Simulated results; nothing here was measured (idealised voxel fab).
The following is a process module called voxel released beams.
cross-section cut | 245 nm wide | cells 5 nm
In this document a cross-section is written as a grid of square cells. It is given as a series of bands, listed from the top down, and a band is one or more rows of cells.
Heights first: top, then bottom, in nm. Then materials, left to right, each with a width in nm. "everywhere" on a single material: fills the band edge to edge. "air": empty space.
A quick word on heights: they are counted from 0, and under that level the wafer as it came to us is one material throughout. The lowest band is different from the rest in having no bottom; it simply continues downward, written as in "from 0 down".
Think of "30 to 40" as a width that walks from the first number to the second as you go down the band, top row to bottom row, taking equal-sized steps from row to row.
"no modification" means the step left every cell of the cross-section as it was.
Enclosed voids (no open way to top), threshold 8 cells or more, entry "Enclosed void entries", notation width x height at distance, distance from left edge, nm.
Past the settings on a step's line: simulator remark, on that step.
overlay nm: how far to the right of its planned place the mask lay on this masked step (negative: to the left).

### The planned process steps are enumerated hereunder
1: RECEIVE: material Si
2: CONFORMAL_DEP: material SiN, thk nm 10
3: DIRECTIONAL_DEP: material SiO2, thk nm 15
4: PATTERN: tone open, mask id ANCHOR, material resist, width nm 45, thk nm 15, overlay nm 0
5: DIRECTIONAL_ETCH: etch materials SiO2, depth nm 15
6: STRIP: etch materials resist
7: CONFORMAL_DEP: material TiN, thk nm 15
8: PATTERN: tone cover, mask id BEAM, material resist, width nm 95, thk nm 15, overlay nm 0
9: DIRECTIONAL_ETCH: etch materials TiN, depth nm 15
10: STRIP: etch materials resist
11: STRIP: etch materials SiO2

### Cross-section of the incoming wafer, state after step 1
    from 0 down | Si everywhere
    Enclosed void entries: none

### The plan above was carried out on the starting structure above with one mistake, and this cross-section shows the wafer at the end of the module
    from 40 to 25 | 65 of air; 25 of TiN; 15 of air; 55 of TiN; 85 of air
    from 25 to 10 | 75 of air; 45 of TiN; 125 of air
    from 10 to 0 | SiN everywhere
    from 0 down | Si everywhere
    Enclosed void entries: none
Plan not followed: in deviation from the planned setting, step 8 was conducted as PATTERN: tone cover, mask id BEAM, material resist, width nm 95, thk nm 15, overlay nm -5
